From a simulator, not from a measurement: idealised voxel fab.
process module | voxel capacitor over wiring
cross-section cut | 235 nm wide | cells 5 nm
A cross-section is a grid of square cells, given in bands from the top down. A band is one or more rows of cells.
Each band's line starts with the height of the band's top and of its bottom, in nm. Then come its materials from left to right, each with its width in nm. One material with "throughout" fills the band from edge to edge. "air" is empty space.
Height 0 is the level under which the wafer as received is all one material. The lowest band goes on downwards, as in "0 down".
A width such as "30 to 40" changes by the same amount from each row of cells to the next, from the band's top row to its bottom row.
"no change" after a step means that no cell of the cross-section changed.
closed voids: empty space of 8 cells or more with no open way to the top, each as width x height at its distance from the left edge, in nm
after a step's settings: what the simulator itself notes on the step
overlay nm, on a step with a mask: how far to the right of its planned place the mask lay; to the left if negative
plan
1 op RECEIVE | material Si
2 op CONFORMAL_DEP | material SiO2 | thk nm 15
3 op CONFORMAL_DEP | material SiCN | thk nm 5
4 op DIRECTIONAL_DEP | material lowk | thk nm 20
5 op DIRECTIONAL_DEP | material aC | thk nm 10
6 op PATTERN | tone open | mask id METAL_1 | material resist | width nm 25 | pitch nm 85 | thk nm 25 | overlay nm 0
7 op DIRECTIONAL_ETCH | etch materials aC | depth nm 10
8 op STRIP | etch materials resist
9 op DIRECTIONAL_ETCH | etch materials lowk | depth nm 20
10 op DIRECTIONAL_ETCH | etch materials SiCN | depth nm 5
11 op STRIP | etch materials aC
12 op CONFORMAL_DEP | material TiN | thk nm 5
13 op FILL_DEP | material Cu | thk nm 10
14 op CMP | height nm 40
15 op CONFORMAL_DEP | material SiCN | thk nm 5
16 op DIRECTIONAL_DEP | material SiO2 | thk nm 15
17 op PATTERN | tone open | mask id PLUG_1 | material resist | width nm 15 | thk nm 20 | overlay nm 0
18 op DIRECTIONAL_ETCH | etch materials SiO2 | depth nm 15
19 op DIRECTIONAL_ETCH | etch materials SiCN | depth nm 5
20 op STRIP | etch materials resist
21 op CONFORMAL_DEP | material TiN | thk nm 5
22 op FILL_DEP | material Ru | thk nm 10
23 op CMP | height nm 60
24 op DIRECTIONAL_DEP | material TiN | thk nm 5
25 op DIRECTIONAL_DEP | material HfO2 | thk nm 5
26 op DIRECTIONAL_DEP | material TiN | thk nm 5
27 op PATTERN | tone cover | mask id UPPER_PLATE | material resist | width nm 55 | thk nm 20 | overlay nm 0
28 op DIRECTIONAL_ETCH | etch materials TiN | depth nm 5
29 op DIRECTIONAL_ETCH | etch materials HfO2 | depth nm 5
30 op STRIP | etch materials resist
31 op MASKED_ETCH | tone cover | mask id LOWER_PLATE | width nm 75 | etch materials TiN | depth nm 5 | overlay nm 0
32 op FILL_DEP | material SiO2 | thk nm 15
33 op CMP | height nm 85
34 op PATTERN | tone open | mask id PLUG_2 | material resist | width nm 15 | thk nm 20 | overlay nm 0
35 op DIRECTIONAL_ETCH | etch materials SiO2 | depth nm 10
36 op STRIP | etch materials resist
37 op CONFORMAL_DEP | material TiN | thk nm 5
38 op FILL_DEP | material W | thk nm 5
39 op CMP | height nm 85
40 op CONFORMAL_DEP | material SiN | thk nm 5
varied across the wafers: width nm of step 27. The plan shows the first wafer's value. All wafers start alike
first wafer as received, after step 1
  0 down: Si throughout
  closed voids: none
first wafer at the end, after step 40
  90 to 85: SiN throughout
  85 to 80: SiO2 80 | TiN 5 | W 5 | TiN 5 | SiO2 140
  80 to 70: SiO2 80 to 75 | TiN 15 to 55 | SiO2 140 to 105
  70 to 65: SiO2 75 | HfO2 55 | SiO2 105
  65 to 60: SiO2 65 | TiN 75 | SiO2 95
  60 to 45: SiO2 70 | TiN 5 | Ru 5 | TiN 5 | SiO2 150
  45 to 40: SiCN 70 | TiN 15 | SiCN 150
  40 to 20: lowk 60 | TiN 5 | Cu 15 | TiN 5 | lowk 60 | TiN 5 | Cu 15 | TiN 5 | lowk 65
  20 to 15: SiCN 60 | TiN 25 | SiCN 60 | TiN 25 | SiCN 65
  15 to 0: SiO2 throughout
  0 down: Si throughout
  closed voids: none
last wafer at the end
  90 to 85: SiN throughout
  85 to 80: SiO2 80 | TiN 5 | W 5 | TiN 5 | SiO2 140
  80 to 70: SiO2 80 to 65 | TiN 15 to 75 | SiO2 140 to 95
  70 to 65: SiO2 65 | HfO2 80 | SiO2 90
  65 to 60: SiO2 65 | TiN 80 | SiO2 90
  60 to 45: SiO2 70 | TiN 5 | Ru 5 | TiN 5 | SiO2 150
  45 to 40: SiCN 70 | TiN 15 | SiCN 150
  40 to 20: lowk 60 | TiN 5 | Cu 15 | TiN 5 | lowk 60 | TiN 5 | Cu 15 | TiN 5 | lowk 65
  20 to 15: SiCN 60 | TiN 25 | SiCN 60 | TiN 25 | SiCN 65
  15 to 0: SiO2 throughout
  0 down: Si throughout
  closed voids: none
each wafer at the end: cells of each material gained (+) or lost (-) since it was received, then its closed voids
width nm 55 | +24 Cu | +11 HfO2 | +3 Ru | +81 SiCN | +47 SiN | +465 SiO2 | +66 TiN | +1 W | +148 lowk | closed voids: none
width nm 60 | +24 Cu | +12 HfO2 | +3 Ru | +81 SiCN | +47 SiN | +463 SiO2 | +67 TiN | +1 W | +148 lowk | closed voids: none
width nm 65 | +24 Cu | +13 HfO2 | +3 Ru | +81 SiCN | +47 SiN | +461 SiO2 | +68 TiN | +1 W | +148 lowk | closed voids: none
width nm 70 | +24 Cu | +14 HfO2 | +3 Ru | +81 SiCN | +47 SiN | +459 SiO2 | +69 TiN | +1 W | +148 lowk | closed voids: none
width nm 75 | +24 Cu | +15 HfO2 | +3 Ru | +81 SiCN | +47 SiN | +457 SiO2 | +70 TiN | +1 W | +148 lowk | closed voids: none
width nm 80 | +24 Cu | +16 HfO2 | +3 Ru | +81 SiCN | +47 SiN | +455 SiO2 | +71 TiN | +1 W | +148 lowk | closed voids: none
